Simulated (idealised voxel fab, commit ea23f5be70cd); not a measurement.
The document below concerns the process module designated voxel wiring stack.
For reference, the cross-section in this document is cut, with width 225 nm and square cells of 5 nm.
When this document writes out a cross-section, it uses a grid of square cells and lists it as bands, beginning at the top and moving down, with a band standing for one or more rows of cells. First you get the band's top height and its bottom height, in nm, and then the materials it's made of, left to right, with each width in nm. If you see a single material with "throughout", that one covers the band edge to edge. "blank" is empty space. For the purposes of this specification, 0 denotes the height below which the wafer in its as-received condition is composed wholly of one material, and the lowermost band, lacking a lower limit, extends downward without end, as expressed in "0 -> down". Graded width ("30..40"): value in top row of band = first number; value in bottom row = second number; row-to-row change constant. "no modification" (step): cross-section cells unchanged, all of them. For the entry "Enclosed voids", the listed items are empty spaces with no open way to the top whose size is 8 cells or more; each item follows the pattern width x height at distance, where distance is from the left edge and all three are in nm. On each step's line, the part that comes after the settings is the simulator's own comment on the step. "overlay nm" answers the question of how far to the right of plan the mask lay on a step that has a mask, and when it is negative the answer is to the left. Pairs from here to the end. Each: cross-section before one process step, cross-section after it, the latter only as far down as the lowest band that changed. Under each: the step between, and its settings. Mind that the pairs may be taken from different runs of this module on the same starting wafer; whether a pair continues from the pair above depends on its entry headed "Before-step section", and it does only where that entry says so.
Before-step section
* 105 -> 100  SiCN throughout
* 100 -> 75  45 SiO2; 5 SiCN; 20 W; 5 SiCN; 5 SiO2; 5 SiCN; 20 W; 5 SiCN; 5 SiO2; 5 SiCN; 20 W; 5 SiCN; 5 SiO2; 5 SiCN; 20 W; 5 SiCN; 45 SiO2
* 75 -> 70  50 SiCN; 20 TiN; 15 SiCN; 20 TiN; 15 SiCN; 20 TiN; 15 SiCN; 20 TiN; 50 SiCN
* 70 -> 50  50 lowk; 15 Ru; 20 lowk; 15 Ru; 20 lowk; 15 Ru; 20 lowk; 15 Ru; 55 lowk
* 50 -> 45  50 SiCN; 15 Ru; 20 SiCN; 15 Ru; 20 SiCN; 15 Ru; 20 SiCN; 15 Ru; 55 SiCN
* 45 -> 20  50 lowk; 5 TiN; 10 Cu; 5 TiN; 15 lowk; 5 TiN; 10 Cu; 5 TiN; 15 lowk; 5 TiN; 10 Cu; 5 TiN; 15 lowk; 5 TiN; 10 Cu; 5 TiN; 50 lowk
* 20 -> 15  50 SiN; 20 TiN; 15 SiN; 20 TiN; 15 SiN; 20 TiN; 15 SiN; 20 TiN; 50 SiN
* 15 -> 0  SiO2 throughout
* 0 -> down  Si throughout
* Enclosed voids: none
Cross-Section After Step
* 140 -> 105  TiN throughout
* Below 105, the layers are the same as they were.
* Enclosed voids: none
The two cross-sections above are separated by a single process step, namely DIRECTIONAL_DEP with material TiN, thk nm 35
Before-step section: no separate figure, the pair right above already shows it after its step.
Cross-Section After Step
* 155 -> 140  50 resist; 20 blank; 15 resist; 20 blank; 15 resist; 20 blank; 15 resist; 20 blank; 50 resist
* Below 140, the layers are the same as they were.
* Enclosed voids: none
The two cross-sections above are separated by a single process step, namely PATTERN with tone open, mask id METAL_3, material resist, width nm 20, pitch nm 35, thk nm 15, overlay nm 0
Before-step section: no separate figure, the pair right above already shows it after its step.
Cross-Section After Step
* 140 -> 105  TiN throughout
* Below 105, the layers are the same as they were.
* Enclosed voids: none
The two cross-sections above are separated by a single process step, namely STRIP with etch materials resist
Before-step section: no separate figure, the pair right above already shows it after its step.
Cross-Section After Step
* 145 -> 105  TiN throughout
* Below 105, the layers are the same as they were.
* Enclosed voids: none
The two cross-sections above are separated by a single process step, namely CONFORMAL_DEP with material TiN, thk nm 5
Before-step section: no separate figure, the pair right above already shows it after its step.
Cross-Section After Step
* 150 -> 145  Cu throughout
* Below 145, the layers are the same as they were.
* Enclosed voids: none
The two cross-sections above are separated by a single process step, namely FILL_DEP with material Cu, thk nm 5
Before-step section: no separate figure, the pair right above already shows it after its step.
Cross-Section After Step
* 140 -> 105  TiN throughout
* Below 105, the layers are the same as they were.
* Enclosed voids: none
The two cross-sections above are separated by a single process step, namely CMP with height nm 140
Before-step section: no separate figure, the pair right above already shows it after its step.
Cross-Section After Step
* 145 -> 140  SiCN throughout
* Below 140, the layers are the same as they were.
* Enclosed voids: none
The two cross-sections above are separated by a single process step, namely CONFORMAL_DEP with material SiCN, thk nm 5
Before-step section: no separate figure, the pair right above already shows it after its step.
Cross-Section After Step
* 160 -> 145  lowk throughout
* Below 145, the layers are the same as they were.
* Enclosed voids: none
The two cross-sections above are separated by a single process step, namely DIRECTIONAL_DEP with material lowk, thk nm 15
Before-step section: no separate figure, the pair right above already shows it after its step.
Cross-Section After Step
* 170 -> 160  aC throughout
* Below 160, the layers are the same as they were.
* Enclosed voids: none
The two cross-sections above are separated by a single process step, namely DIRECTIONAL_DEP with material aC, thk nm 10
Before-step section: no separate figure, the pair right above already shows it after its step.
Cross-Section After Step
* 200 -> 170  50 resist; 15 blank; 20 resist; 15 blank; 20 resist; 15 blank; 20 resist; 15 blank; 55 resist
* Below 170, the layers are the same as they were.
* Enclosed voids: none
The two cross-sections above are separated by a single process step, namely PATTERN with tone open, mask id PLUG_3, material resist, width nm 15, pitch nm 35, thk nm 30, overlay nm 0
Before-step section: no separate figure, the pair right above already shows it after its step.
Cross-Section After Step
* 190 -> 170  50 resist; 15 blank; 20 resist; 15 blank; 20 resist; 15 blank; 20 resist; 15 blank; 55 resist
* 170 -> 160  50 aC; 15 blank; 20 aC; 15 blank; 20 aC; 15 blank; 20 aC; 15 blank; 55 aC
* Below 160, the layers are the same as they were.
* Enclosed voids: none
The two cross-sections above are separated by a single process step, namely DIRECTIONAL_ETCH with etch materials aC, depth nm 10
Before-step section: no separate figure, the pair right above already shows it after its step.
Cross-Section After Step
* 170 -> 160  50 aC; 15 blank; 20 aC; 15 blank; 20 aC; 15 blank; 20 aC; 15 blank; 55 aC
* Below 160, the layers are the same as they were.
* Enclosed voids: none
The two cross-sections above are separated by a single process step, namely STRIP with etch materials resist
Before-step section: no separate figure, the pair right above already shows it after its step.
Cross-Section After Step
* 170 -> 160  50 aC; 15 blank; 20 aC; 15 blank; 20 aC; 15 blank; 20 aC; 15 blank; 55 aC
* 160 -> 145  50 lowk; 15 blank; 20 lowk; 15 blank; 20 lowk; 15 blank; 20 lowk; 15 blank; 55 lowk
* Below 145, the layers are the same as they were.
* Enclosed voids: none
The two cross-sections above are separated by a single process step, namely DIRECTIONAL_ETCH with etch materials lowk, depth nm 15
Before-step section: no separate figure, the pair right above already shows it after its step.
Cross-Section After Step
* 170 -> 160  50 aC; 15 blank; 20 aC; 15 blank; 20 aC; 15 blank; 20 aC; 15 blank; 55 aC
* 160 -> 145  50 lowk; 15 blank; 20 lowk; 15 blank; 20 lowk; 15 blank; 20 lowk; 15 blank; 55 lowk
* 145 -> 140  50 SiCN; 15 blank; 20 SiCN; 15 blank; 20 SiCN; 15 blank; 20 SiCN; 15 blank; 55 SiCN
* Below 140, the layers are the same as they were.
* Enclosed voids: none
The two cross-sections above are separated by a single process step, namely DIRECTIONAL_ETCH with etch materials SiCN, depth nm 5
Before-step section: no separate figure, the pair right above already shows it after its step.
Cross-Section After Step
* 160 -> 145  50 lowk; 15 blank; 20 lowk; 15 blank; 20 lowk; 15 blank; 20 lowk; 15 blank; 55 lowk
* Below 145, the layers are the same as they were.
* Enclosed voids: none
The two cross-sections above are separated by a single process step, namely STRIP with etch materials aC
Before-step section: no separate figure, the pair right above already shows it after its step.
Cross-Section After Step
* 160 -> 150  50 lowk; 15 blank; 20 lowk; 15 blank; 20 lowk; 15 blank; 20 lowk; 15 blank; 55 lowk
* 150 -> 145  50 lowk; 15 Ru; 20 lowk; 15 Ru; 20 lowk; 15 Ru; 20 lowk; 15 Ru; 55 lowk
* 145 -> 140  50 SiCN; 15 Ru; 20 SiCN; 15 Ru; 20 SiCN; 15 Ru; 20 SiCN; 15 Ru; 55 SiCN
* Below 140, the layers are the same as they were.
* Enclosed voids: none
The two cross-sections above are separated by a single process step, namely EPI with material Ru, thk nm 10
Before-step section: no separate figure, the pair right above already shows it after its step.
Cross-Section After Step
* 160 -> 145  50 lowk; 15 Ru; 20 lowk; 15 Ru; 20 lowk; 15 Ru; 20 lowk; 15 Ru; 55 lowk
* Below 145, the layers are the same as they were.
* Enclosed voids: none
The two cross-sections above are separated by a single process step, namely EPI with material Ru, thk nm 10
Before-step section: no separate figure, the pair right above already shows it after its step.
Cross-Section After Step
* 165 -> 160  SiCN throughout
* Below 160, the layers are the same as they were.
* Enclosed voids: none
The two cross-sections above are separated by a single process step, namely CONFORMAL_DEP with material SiCN, thk nm 5
Before-step section: no separate figure, the pair right above already shows it after its step.
Cross-Section After Step
* 185 -> 165  lowk throughout
* Below 165, the layers are the same as they were.
* Enclosed voids: none
The two cross-sections above are separated by a single process step, namely DIRECTIONAL_DEP with material lowk, thk nm 20
Before-step section: no separate figure, the pair right above already shows it after its step.
Cross-Section After Step
* 200 -> 185  50 resist; 20 blank; 15 resist; 20 blank; 15 resist; 20 blank; 15 resist; 20 blank; 50 resist
* Below 185, the layers are the same as they were.
* Enclosed voids: none
The two cross-sections above are separated by a single process step, namely PATTERN with tone open, mask id METAL_4, material resist, width nm 20, pitch nm 35, thk nm 15, overlay nm 0
Before-step section: no separate figure, the pair right above already shows it after its step.
Cross-Section After Step
* 200 -> 185  50 resist; 20 blank; 15 resist; 20 blank; 15 resist; 20 blank; 15 resist; 20 blank; 50 resist
* 185 -> 165  50 lowk; 20 blank; 15 lowk; 20 blank; 15 lowk; 20 blank; 15 lowk; 20 blank; 50 lowk
* Below 165, the layers are the same as they were.
* Enclosed voids: none
The two cross-sections above are separated by a single process step, namely DIRECTIONAL_ETCH with etch materials lowk, depth nm 20
Before-step section: no separate figure, the pair right above already shows it after its step.
Cross-Section After Step
* 200 -> 185  50 resist; 20 blank; 15 resist; 20 blank; 15 resist; 20 blank; 15 resist; 20 blank; 50 resist
* 185 -> 165  50 lowk; 20 blank; 15 lowk; 20 blank; 15 lowk; 20 blank; 15 lowk; 20 blank; 50 lowk
* 165 -> 160  50 SiCN; 20 blank; 15 SiCN; 20 blank; 15 SiCN; 20 blank; 15 SiCN; 20 blank; 50 SiCN
* Below 160, the layers are the same as they were.
* Enclosed voids: none
The two cross-sections above are separated by a single process step, namely DIRECTIONAL_ETCH with etch materials SiCN, depth nm 5
Before-step section: no separate figure, the pair right above already shows it after its step.
Cross-Section After Step
* 185 -> 165  50 lowk; 20 blank; 15 lowk; 20 blank; 15 lowk; 20 blank; 15 lowk; 20 blank; 50 lowk
* Below 165, the layers are the same as they were.
* Enclosed voids: none
The two cross-sections above are separated by a single process step, namely STRIP with etch materials resist
Before-step section: no separate figure, the pair right above already shows it after its step.
Cross-Section After Step
* 190 -> 185  55 TiN; 10 blank; 25 TiN; 10 blank; 25 TiN; 10 blank; 25 TiN; 10 blank; 55 TiN
* 185 -> 165  50 lowk; 5 TiN; 10 blank; 5 TiN; 15 lowk; 5 TiN; 10 blank; 5 TiN; 15 lowk; 5 TiN; 10 blank; 5 TiN; 15 lowk; 5 TiN; 10 blank; 5 TiN; 50 lowk
* 165 -> 160  50 SiCN; 20 TiN; 15 SiCN; 20 TiN; 15 SiCN; 20 TiN; 15 SiCN; 20 TiN; 50 SiCN
* Below 160, the layers are the same as they were.
* Enclosed voids: none
The two cross-sections above are separated by a single process step, namely CONFORMAL_DEP with material TiN, thk nm 5
Before-step section: no separate figure, the pair right above already shows it after its step.
Cross-Section After Step
* 195 -> 190  Cu throughout
* 190 -> 185  55 TiN; 10 Cu; 25 TiN; 10 Cu; 25 TiN; 10 Cu; 25 TiN; 10 Cu; 55 TiN
* 185 -> 165  50 lowk; 5 TiN; 10 Cu; 5 TiN; 15 lowk; 5 TiN; 10 Cu; 5 TiN; 15 lowk; 5 TiN; 10 Cu; 5 TiN; 15 lowk; 5 TiN; 10 Cu; 5 TiN; 50 lowk
* Below 165, the layers are the same as they were.
* Enclosed voids: none
The two cross-sections above are separated by a single process step, namely FILL_DEP with material Cu, thk nm 5
Before-step section: no separate figure, the pair right above already shows it after its step.
Cross-Section After Step
* 185 -> 165  50 lowk; 5 TiN; 10 Cu; 5 TiN; 15 lowk; 5 TiN; 10 Cu; 5 TiN; 15 lowk; 5 TiN; 10 Cu; 5 TiN; 15 lowk; 5 TiN; 10 Cu; 5 TiN; 50 lowk
* Below 165, the layers are the same as they were.
* Enclosed voids: none
The two cross-sections above are separated by a single process step, namely CMP with height nm 185
Before-step section: no separate figure, the pair right above already shows it after its step.
Cross-Section After Step
* 190 -> 185  SiN throughout
* Below 185, the layers are the same as they were.
* Enclosed voids: none
The two cross-sections above are separated by a single process step, namely CONFORMAL_DEP with material SiN, thk nm 5
Before-step section
* 85 -> 70  aC throughout
* 70 -> 50  lowk throughout
* 50 -> 45  SiCN throughout
* 45 -> 20  50 lowk; 5 TiN; 10 Cu; 5 TiN; 15 lowk; 5 TiN; 10 Cu; 5 TiN; 15 lowk; 5 TiN; 10 Cu; 5 TiN; 15 lowk; 5 TiN; 10 Cu; 5 TiN; 50 lowk
* 20 -> 15  50 SiN; 20 TiN; 15 SiN; 20 TiN; 15 SiN; 20 TiN; 15 SiN; 20 TiN; 50 SiN
* 15 -> 0  SiO2 throughout
* 0 -> down  Si throughout
* Enclosed voids: none
Cross-Section After Step
* 120 -> 85  50 blank; 15 resist; 20 blank; 15 resist; 20 blank; 15 resist; 20 blank; 15 resist; 55 blank
* Below 85, the layers are the same as they were.
* Enclosed voids: none
The two cross-sections above are separated by a single process step, namely PATTERN with tone cover, mask id PLUG_1, material resist, width nm 15, pitch nm 35, thk nm 35, overlay nm 0
Before-step section: no separate figure, the pair right above already shows it after its step.
Cross-Section After Step
* 105 -> 85  50 blank; 15 resist; 20 blank; 15 resist; 20 blank; 15 resist; 20 blank; 15 resist; 55 blank
* 85 -> 70  50 blank; 15 aC; 20 blank; 15 aC; 20 blank; 15 aC; 20 blank; 15 aC; 55 blank
* Below 70, the layers are the same as they were.
* Enclosed voids: none
The two cross-sections above are separated by a single process step, namely DIRECTIONAL_ETCH with etch materials aC, depth nm 15
Before-step section: no separate figure, the pair right above already shows it after its step.
Cross-Section After Step
* 85 -> 70  50 blank; 15 aC; 20 blank; 15 aC; 20 blank; 15 aC; 20 blank; 15 aC; 55 blank
* Below 70, the layers are the same as they were.
* Enclosed voids: none
The two cross-sections above are separated by a single process step, namely STRIP with etch materials resist
Before-step section: no separate figure, the pair right above already shows it after its step.
Cross-Section After Step
* 85 -> 70  50 blank; 15 aC; 20 blank; 15 aC; 20 blank; 15 aC; 20 blank; 15 aC; 55 blank
* 70 -> 50  50 blank; 15 lowk; 20 blank; 15 lowk; 20 blank; 15 lowk; 20 blank; 15 lowk; 55 blank
* Below 50, the layers are the same as they were.
* Enclosed voids: none
The two cross-sections above are separated by a single process step, namely DIRECTIONAL_ETCH with etch materials lowk, depth nm 20
Before-step section: no separate figure, the pair right above already shows it after its step.
Cross-Section After Step
* 85 -> 70  50 blank; 15 aC; 20 blank; 15 aC; 20 blank; 15 aC; 20 blank; 15 aC; 55 blank
* 70 -> 50  50 blank; 15 lowk; 20 blank; 15 lowk; 20 blank; 15 lowk; 20 blank; 15 lowk; 55 blank
* 50 -> 45  50 blank; 15 SiCN; 20 blank; 15 SiCN; 20 blank; 15 SiCN; 20 blank; 15 SiCN; 55 blank
* Below 45, the layers are the same as they were.
* Enclosed voids: none
The two cross-sections above are separated by a single process step, namely DIRECTIONAL_ETCH with etch materials SiCN, depth nm 5
Before-step section: no separate figure, the pair right above already shows it after its step.
Cross-Section After Step
* 70 -> 50  50 blank; 15 lowk; 20 blank; 15 lowk; 20 blank; 15 lowk; 20 blank; 15 lowk; 55 blank
* Below 50, the layers are the same as they were.
* Enclosed voids: none
The two cross-sections above are separated by a single process step, namely STRIP with etch materials aC
Before-step section: no separate figure, the pair right above already shows it after its step.
Cross-Section After Step
* 70 -> 55  50 blank; 15 lowk; 20 blank; 15 lowk; 20 blank; 15 lowk; 20 blank; 15 lowk; 55 blank
* 55 -> 50  50 blank; 15 lowk; 15 Ru; 5 blank; 15 lowk; 15 Ru; 5 blank; 15 lowk; 15 Ru; 5 blank; 15 lowk; 15 Ru; 40 blank
* 50 -> 45  50 blank; 15 SiCN; 15 Ru; 5 blank; 15 SiCN; 15 Ru; 5 blank; 15 SiCN; 15 Ru; 5 blank; 15 SiCN; 15 Ru; 40 blank
* Below 45, the layers are the same as they were.
* Enclosed voids: none
The two cross-sections above are separated by a single process step, namely EPI with material Ru, thk nm 10
Before-step section: no separate figure, the pair right above already shows it after its step.
Cross-Section After Step
* 70 -> 65  50 blank; 15 lowk; 20 blank; 15 lowk; 20 blank; 15 lowk; 20 blank; 15 lowk; 55 blank
* 65 -> 50  50 blank; 15 lowk; 20 Ru; 15 lowk; 20 Ru; 15 lowk; 20 Ru; 15 lowk; 25 Ru; 30 blank
* 50 -> 45  50 blank; 15 SiCN; 20 Ru; 15 SiCN; 20 Ru; 15 SiCN; 20 Ru; 15 SiCN; 25 Ru; 30 blank
* Below 45, the layers are the same as they were.
* Enclosed voids: none
The two cross-sections above are separated by a single process step, namely EPI with material Ru, thk nm 10
Before-step section: no separate figure, the pair right above already shows it after its step.
Cross-Section After Step
* 70 -> 50  50 blank; 15 lowk; 20 Ru; 15 lowk; 20 Ru; 15 lowk; 20 Ru; 15 lowk; 30 Ru; 25 blank
* 50 -> 45  50 blank; 15 SiCN; 20 Ru; 15 SiCN; 20 Ru; 15 SiCN; 20 Ru; 15 SiCN; 30 Ru; 25 blank
* Below 45, the layers are the same as they were.
* Enclosed voids: none
The two cross-sections above are separated by a single process step, namely EPI with material Ru, thk nm 5
Before-step section: no separate figure, the pair right above already shows it after its step.
Cross-Section After Step
* 75 -> 70  50 blank; 150 TiN; 25 blank
* 70 -> 50  50 blank; 15 lowk; 20 Ru; 15 lowk; 20 Ru; 15 lowk; 20 Ru; 15 lowk; 30 Ru; 25 blank
* 50 -> 45  50 TiN; 15 SiCN; 20 Ru; 15 SiCN; 20 Ru; 15 SiCN; 20 Ru; 15 SiCN; 30 Ru; 25 TiN
* Below 45, the layers are the same as they were.
* Enclosed voids: none
The two cross-sections above are separated by a single process step, namely DIRECTIONAL_DEP with material TiN, thk nm 5
Before-step section: no separate figure, the pair right above already shows it after its step.
Cross-Section After Step
* 100 -> 75  50 blank; 150 W; 25 blank
* 75 -> 70  50 W; 150 TiN; 25 W
* 70 -> 50  50 W; 15 lowk; 20 Ru; 15 lowk; 20 Ru; 15 lowk; 20 Ru; 15 lowk; 30 Ru; 25 W
* Below 50, the layers are the same as they were.
* Enclosed voids: none
The two cross-sections above are separated by a single process step, namely DIRECTIONAL_DEP with material W, thk nm 25
Before-step section: no separate figure, the pair right above already shows it after its step.
Cross-Section After Step
* 100 -> 75  50 blank; 20 W; 15 blank; 20 W; 15 blank; 20 W; 15 blank; 20 W; 50 blank
* 75 -> 70  50 blank; 150 TiN; 25 blank
* 70 -> 50  50 blank; 15 lowk; 20 Ru; 15 lowk; 20 Ru; 15 lowk; 20 Ru; 15 lowk; 30 Ru; 25 blank
* Below 50, the layers are the same as they were.
* Enclosed voids: none
The two cross-sections above are separated by a single process step, namely MASKED_ETCH with tone cover, mask id METAL_2, width nm 20, pitch nm 35, etch materials W, depth nm 25, overlay nm 0
Before-step section: no separate figure, the pair right above already shows it after its step.
Cross-Section After Step
* 100 -> 75  50 blank; 20 W; 15 blank; 20 W; 15 blank; 20 W; 15 blank; 20 W; 50 blank
* 75 -> 70  50 blank; 20 TiN; 15 blank; 20 TiN; 15 blank; 20 TiN; 15 blank; 20 TiN; 50 blank
* 70 -> 50  50 blank; 15 lowk; 20 Ru; 15 lowk; 20 Ru; 15 lowk; 20 Ru; 15 lowk; 30 Ru; 25 blank
* 50 -> 45  50 blank; 15 SiCN; 20 Ru; 15 SiCN; 20 Ru; 15 SiCN; 20 Ru; 15 SiCN; 30 Ru; 25 blank
* Below 45, the layers are the same as they were.
* Enclosed voids: none
The two cross-sections above are separated by a single process step, namely MASKED_ETCH with tone cover, mask id METAL_2, width nm 20, pitch nm 35, etch materials TiN, depth nm 5, overlay nm 0
Before-step section: no separate figure, the pair right above already shows it after its step.
Cross-Section After Step
* 105 -> 100  45 blank; 30 SiCN; 5 blank; 30 SiCN; 5 blank; 30 SiCN; 5 blank; 30 SiCN; 45 blank
* 100 -> 75  45 blank; 5 SiCN; 20 W; 5 SiCN; 5 blank; 5 SiCN; 20 W; 5 SiCN; 5 blank; 5 SiCN; 20 W; 5 SiCN; 5 blank; 5 SiCN; 20 W; 5 SiCN; 45 blank
* 75 -> 70  45 blank; 5 SiCN; 20 TiN; 15 SiCN; 20 TiN; 15 SiCN; 20 TiN; 15 SiCN; 20 TiN; 30 SiCN; 20 blank
* 70 -> 50  45 blank; 5 SiCN; 15 lowk; 20 Ru; 15 lowk; 20 Ru; 15 lowk; 20 Ru; 15 lowk; 30 Ru; 5 SiCN; 20 blank
* 50 -> 45  65 SiCN; 20 Ru; 15 SiCN; 20 Ru; 15 SiCN; 20 Ru; 15 SiCN; 30 Ru; 25 SiCN
* Below 45, the layers are the same as they were.
* Enclosed voids: none
The two cross-sections above are separated by a single process step, namely CONFORMAL_DEP with material SiCN, thk nm 5
Before-step section: no separate figure, the pair right above already shows it after its step.
Cross-Section After Step
* 115 -> 105  SiO2 throughout
* 105 -> 100  45 SiO2; 30 SiCN; 5 SiO2; 30 SiCN; 5 SiO2; 30 SiCN; 5 SiO2; 30 SiCN; 45 SiO2
* 100 -> 75  45 SiO2; 5 SiCN; 20 W; 5 SiCN; 5 SiO2; 5 SiCN; 20 W; 5 SiCN; 5 SiO2; 5 SiCN; 20 W; 5 SiCN; 5 SiO2; 5 SiCN; 20 W; 5 SiCN; 45 SiO2
* 75 -> 70  45 SiO2; 5 SiCN; 20 TiN; 15 SiCN; 20 TiN; 15 SiCN; 20 TiN; 15 SiCN; 20 TiN; 30 SiCN; 20 SiO2
* 70 -> 50  45 SiO2; 5 SiCN; 15 lowk; 20 Ru; 15 lowk; 20 Ru; 15 lowk; 20 Ru; 15 lowk; 30 Ru; 5 SiCN; 20 SiO2
* Below 50, the layers are the same as they were.
* Enclosed voids: none
The two cross-sections above are separated by a single process step, namely FILL_DEP with material SiO2, thk nm 10
Before-step section: no separate figure, the pair right above already shows it after its step.
Cross-Section After Step
* 100 -> 75  45 SiO2; 5 SiCN; 20 W; 5 SiCN; 5 SiO2; 5 SiCN; 20 W; 5 SiCN; 5 SiO2; 5 SiCN; 20 W; 5 SiCN; 5 SiO2; 5 SiCN; 20 W; 5 SiCN; 45 SiO2
* Below 75, the layers are the same as they were.
* Enclosed voids: none
The two cross-sections above are separated by a single process step, namely CMP with height nm 100
Before-step section: no separate figure, the pair right above already shows it after its step.
Cross-Section After Step
* 105 -> 100  SiCN throughout
* Below 100, the layers are the same as they were.
* Enclosed voids: none
The two cross-sections above are separated by a single process step, namely CONFORMAL_DEP with material SiCN, thk nm 5
Before-step section: no separate figure, the pair right above already shows it after its step.
Cross-Section After Step
* 140 -> 105  SiO2 throughout
* Below 105, the layers are the same as they were.
* Enclosed voids: none
The two cross-sections above are separated by a single process step, namely DIRECTIONAL_DEP with material SiO2, thk nm 35
Before-step section: no separate figure, the pair right above already shows it after its step.
Cross-Section After Step
* 140 -> 105  50 SiO2; 15 blank; 20 SiO2; 15 blank; 20 SiO2; 15 blank; 20 SiO2; 15 blank; 55 SiO2
* Below 105, the layers are the same as they were.
* Enclosed voids: none
The two cross-sections above are separated by a single process step, namely MASKED_ETCH with tone open, mask id METAL_3_HOLES, width nm 15, pitch nm 35, etch materials SiO2, depth nm 35, overlay nm 0
Before-step section: no separate figure, the pair right above already shows it after its step.
Cross-Section After Step
* 155 -> 140  50 resist; 20 blank; 15 resist; 20 blank; 15 resist; 20 blank; 15 resist; 20 blank; 50 resist
* Below 140, the layers are the same as they were.
* Enclosed voids: none
The two cross-sections above are separated by a single process step, namely PATTERN with tone open, mask id METAL_3, material resist, width nm 20, pitch nm 35, thk nm 15, overlay nm 0
Before-step section: no separate figure, the pair right above already shows it after its step.
Cross-Section After Step
* 155 -> 140  50 resist; 20 blank; 15 resist; 20 blank; 15 resist; 20 blank; 15 resist; 20 blank; 50 resist
* 140 -> 120  50 SiO2; 20 blank; 15 SiO2; 20 blank; 15 SiO2; 20 blank; 15 SiO2; 20 blank; 50 SiO2
* Below 120, the layers are the same as they were.
* Enclosed voids: none
The two cross-sections above are separated by a single process step, namely DIRECTIONAL_ETCH with etch materials SiO2, depth nm 20
Before-step section: no separate figure, the pair right above already shows it after its step.
Cross-Section After Step
* 155 -> 140  50 resist; 20 blank; 15 resist; 20 blank; 15 resist; 20 blank; 15 resist; 20 blank; 50 resist
* 140 -> 120  50 SiO2; 20 blank; 15 SiO2; 20 blank; 15 SiO2; 20 blank; 15 SiO2; 20 blank; 50 SiO2
* 120 -> 105  50 SiO2; 15 blank; 20 SiO2; 15 blank; 20 SiO2; 15 blank; 20 SiO2; 15 blank; 55 SiO2
* 105 -> 100  50 SiCN; 15 blank; 20 SiCN; 15 blank; 20 SiCN; 15 blank; 20 SiCN; 15 blank; 55 SiCN
* Below 100, the layers are the same as they were.
* Enclosed voids: none
The two cross-sections above are separated by a single process step, namely DIRECTIONAL_ETCH with etch materials SiCN, depth nm 5
Before-step section: no separate figure, the pair right above already shows it after its step.
Cross-Section After Step
* 140 -> 120  50 SiO2; 20 blank; 15 SiO2; 20 blank; 15 SiO2; 20 blank; 15 SiO2; 20 blank; 50 SiO2
* Below 120, the layers are the same as they were.
* Enclosed voids: none
The two cross-sections above are separated by a single process step, namely STRIP with etch materials resist
Before-step section: no separate figure, the pair right above already shows it after its step.
Cross-Section After Step
* 145 -> 140  55 TiN; 10 blank; 25 TiN; 10 blank; 25 TiN; 10 blank; 25 TiN; 10 blank; 55 TiN
* 140 -> 125  50 SiO2; 5 TiN; 10 blank; 5 TiN; 15 SiO2; 5 TiN; 10 blank; 5 TiN; 15 SiO2; 5 TiN; 10 blank; 5 TiN; 15 SiO2; 5 TiN; 10 blank; 5 TiN; 50 SiO2
* 125 -> 120  50 SiO2; 5 TiN; 5 blank; 10 TiN; 15 SiO2; 5 TiN; 5 blank; 10 TiN; 15 SiO2; 5 TiN; 5 blank; 10 TiN; 15 SiO2; 5 TiN; 5 blank; 10 TiN; 50 SiO2
* 120 -> 105  50 SiO2; 5 TiN; 5 blank; 5 TiN; 20 SiO2; 5 TiN; 5 blank; 5 TiN; 20 SiO2; 5 TiN; 5 blank; 5 TiN; 20 SiO2; 5 TiN; 5 blank; 5 TiN; 55 SiO2
* 105 -> 100  50 SiCN; 15 TiN; 20 SiCN; 15 TiN; 20 SiCN; 15 TiN; 20 SiCN; 15 TiN; 55 SiCN
* Below 100, the layers are the same as they were.
* Enclosed voids: none
The two cross-sections above are separated by a single process step, namely CONFORMAL_DEP with material TiN, thk nm 5
Before-step section: no separate figure, the pair right above already shows it after its step.
Cross-Section After Step
* 150 -> 145  Cu throughout
* 145 -> 140  55 TiN; 10 Cu; 25 TiN; 10 Cu; 25 TiN; 10 Cu; 25 TiN; 10 Cu; 55 TiN
* 140 -> 125  50 SiO2; 5 TiN; 10 Cu; 5 TiN; 15 SiO2; 5 TiN; 10 Cu; 5 TiN; 15 SiO2; 5 TiN; 10 Cu; 5 TiN; 15 SiO2; 5 TiN; 10 Cu; 5 TiN; 50 SiO2
* 125 -> 120  50 SiO2; 5 TiN; 5 Cu; 10 TiN; 15 SiO2; 5 TiN; 5 Cu; 10 TiN; 15 SiO2; 5 TiN; 5 Cu; 10 TiN; 15 SiO2; 5 TiN; 5 Cu; 10 TiN; 50 SiO2
* 120 -> 105  50 SiO2; 5 TiN; 5 Cu; 5 TiN; 20 SiO2; 5 TiN; 5 Cu; 5 TiN; 20 SiO2; 5 TiN; 5 Cu; 5 TiN; 20 SiO2; 5 TiN; 5 Cu; 5 TiN; 55 SiO2
* Below 105, the layers are the same as they were.
* Enclosed voids: none
The two cross-sections above are separated by a single process step, namely FILL_DEP with material Cu, thk nm 5
Before-step section: no separate figure, the pair right above already shows it after its step.
Cross-Section After Step
* 140 -> 125  50 SiO2; 5 TiN; 10 Cu; 5 TiN; 15 SiO2; 5 TiN; 10 Cu; 5 TiN; 15 SiO2; 5 TiN; 10 Cu; 5 TiN; 15 SiO2; 5 TiN; 10 Cu; 5 TiN; 50 SiO2
* Below 125, the layers are the same as they were.
* Enclosed voids: none
The two cross-sections above are separated by a single process step, namely CMP with height nm 140
Before-step section: no separate figure, the pair right above already shows it after its step.
Cross-Section After Step
* 145 -> 140  SiCN throughout
* Below 140, the layers are the same as they were.
* Enclosed voids: none
The two cross-sections above are separated by a single process step, namely CONFORMAL_DEP with material SiCN, thk nm 5
Before-step section: no separate figure, the pair right above already shows it after its step.
Cross-Section After Step
* 160 -> 145  lowk throughout
* Below 145, the layers are the same as they were.
* Enclosed voids: none
The two cross-sections above are separated by a single process step, namely DIRECTIONAL_DEP with material lowk, thk nm 15
Before-step section: no separate figure, the pair right above already shows it after its step.
Cross-Section After Step
* 170 -> 160  aC throughout
* Below 160, the layers are the same as they were.
* Enclosed voids: none
The two cross-sections above are separated by a single process step, namely DIRECTIONAL_DEP with material aC, thk nm 10
Before-step section: no separate figure, the pair right above already shows it after its step.
Cross-Section After Step
* 200 -> 170  50 resist; 15 blank; 20 resist; 15 blank; 20 resist; 15 blank; 20 resist; 15 blank; 55 resist
* Below 170, the layers are the same as they were.
* Enclosed voids: none
The two cross-sections above are separated by a single process step, namely PATTERN with tone open, mask id PLUG_3, material resist, width nm 15, pitch nm 35, thk nm 30, overlay nm 0
Before-step section: no separate figure, the pair right above already shows it after its step.
Cross-Section After Step
* 190 -> 170  50 resist; 15 blank; 20 resist; 15 blank; 20 resist; 15 blank; 20 resist; 15 blank; 55 resist
* 170 -> 160  50 aC; 15 blank; 20 aC; 15 blank; 20 aC; 15 blank; 20 aC; 15 blank; 55 aC
* Below 160, the layers are the same as they were.
* Enclosed voids: none
The two cross-sections above are separated by a single process step, namely DIRECTIONAL_ETCH with etch materials aC, depth nm 10
Before-step section: no separate figure, the pair right above already shows it after its step.
Cross-Section After Step
* 170 -> 160  50 aC; 15 blank; 20 aC; 15 blank; 20 aC; 15 blank; 20 aC; 15 blank; 55 aC
* Below 160, the layers are the same as they were.
* Enclosed voids: none
The two cross-sections above are separated by a single process step, namely STRIP with etch materials resist
